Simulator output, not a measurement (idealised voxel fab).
The following process module bears the name voxel spacer lines.
255 nm wide, 5 nm square cells: that's cross-section cut.
Think of the cross-section as a grid of square cells. We describe it in bands, top to bottom, and each band covers one or more rows of those cells. Basically the band line says how high the top is and how high the bottom is, in nm, and then what's in it from left to right, every material with its width in nm. Empty space shows up as "empty", and if a single material carries "all across" it runs the full band edge to edge. Ref level 0: as-received wafer is one material below here. Bottom band extends down with no lower bound ("0..down"). Note: "30 to 40" means the width goes from the first number (top row of the band) to the second number (bottom row) in equal steps per row of cells. "changes: none" after a step means that no cell of the cross-section changed. For the entry "Closed void inventory", the listed items are empty spaces with no open way to the top whose size is 8 cells or more; each item follows the pattern width x height at distance, where distance is from the left edge and all three are in nm. Anything after a step's settings on that line? It's the simulator's own note about the step. overlay nm: on a step with a mask, how far right of its planned place the mask lay; negative means left.
### These are the steps we planned for the process
1. RECEIVE [material Si]
2. CONFORMAL_DEP [material Al2O3] [thk nm 10]
3. DIRECTIONAL_DEP [material W] [thk nm 15]
4. DIRECTIONAL_DEP [material aC] [thk nm 30]
5. PATTERN [tone cover] [mask id MANDREL] [material resist] [width nm 25] [pitch nm 80] [thk nm 40] [overlay nm 0]
6. DIRECTIONAL_ETCH [etch materials aC] [depth nm 30]
7. STRIP [etch materials resist]
8. CONFORMAL_DEP [material SiN] [thk nm 15]
9. DIRECTIONAL_ETCH [etch materials SiN] [depth nm 15]
10. STRIP [etch materials aC]
11. DIRECTIONAL_ETCH [etch materials W] [depth nm 15]
12. STRIP [etch materials SiN]
### So this is the incoming wafer in cross-section - it's already been through step 1
> 0..down  Si all across
> Closed void inventory: none
### Sectioned view, first of two wafers, at the close of the module, processed as intended in the plan
> 25..10  empty 20 nm, W 15 nm, empty 25 nm, W 15 nm, empty 25 nm, W 15 nm, empty 25 nm, W 15 nm, empty 25 nm, W 15 nm, empty 25 nm, W 15 nm, empty 20 nm
> 10..0  Al2O3 all across
> 0..down  Si all across
> Closed void inventory: none
### Now the second wafer, cross-sectioned at the end of the module. Nothing different at the start, nothing different in the plan compared with the first, just one mistake when it was actually run
> 15..0  empty 20 nm, W 15 nm, empty 25 nm, W 15 nm, empty 25 nm, W 15 nm, empty 25 nm, W 15 nm, empty 25 nm, W 15 nm, empty 25 nm, W 15 nm, empty 20 nm
> 0..down  Si all across
> Closed void inventory: none
What broke from the plan during processing? heads up, step 2 of the plan was skipped and never actually ran
Once processing is complete, comparing cell counts shows that the second wafer has more or fewer of certain materials than the first: Al2O3: 102 fewer
